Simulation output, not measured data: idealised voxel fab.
You're looking at the process module voxel lift off.
Square cell edge 5 nm, section width 185 nm, ID cut.
Each cross-section below is a grid of square cells, stated as bands in top-down order, with one or more rows of cells making up each band. Top height, bottom height, nm. Materials left to right, width each, nm. Single material + "everywhere" = fills band edge to edge. "air" = empty. Ref level 0: as-received wafer is one material below here. Bottom band extends down with no lower bound ("0 -> down"). The expression "30->40" gives the width at the extremes of the band, the first number at its top row of cells and the second at its bottom row, with the width changing by equal amounts from each row to the next in between. The cross-section has no changed cell in any step marked "remained the same". Entry "Enclosed cavity list". Content: empty spaces with no open connection to the top, size 8 cells or greater. Each: width x height at distance. Distance: from left edge. Unit: nm. Heads up: the bit after the settings on a step's line is the simulator's remark on that step. The optional step-line setting "overlay nm" applies to steps with a mask and quantifies how far to the right of its planned location the mask lay, a negative value indicating leftward placement.
# The steps planned for the process are as follows
- 1: RECEIVE,material Si
- 2: CONFORMAL_DEP,material SiN,thk nm 10
- 3: PATTERN,tone open,mask id LINES,material resist,width nm 20,pitch nm 40,thk nm 20,overlay nm 0
- 4: DIRECTIONAL_DEP,material Ru,thk nm 5
- 5: STRIP,etch materials resist
- 6: CONFORMAL_DEP,material SiN,thk nm 10
# Delivered wafer in cross-section: state after step 1
> 0 -> down | Si everywhere
> Enclosed cavity list: none
# Wafer cross-section at module end: first of two, run to plan
> 25 -> 20 | 50 air, 80 SiN, 55 air
> 20 -> 15 | SiN everywhere
> 15 -> 10 | 60 SiN, 20 Ru, 20 SiN, 20 Ru, 65 SiN
> 10 -> 0 | SiN everywhere
> 0 -> down | Si everywhere
> Enclosed cavity list: none
# Wafer two cross-section, module end. Start and plan unchanged from wafer one; one mistake made during the run
> 20 -> 15 | 50 air, 80 SiN, 55 air
> 15 -> 10 | SiN everywhere
> 10 -> 5 | 60 SiN, 20 Ru, 20 SiN, 20 Ru, 65 SiN
> 5 -> 0 | SiN everywhere
> 0 -> down | Si everywhere
> Enclosed cavity list: none
Diagnosis: step 2, actual vs plan mismatch, actual run CONFORMAL_DEP,material SiN,thk nm 5
Materials where the second wafer ends with more or fewer cells than the first: SiN -37
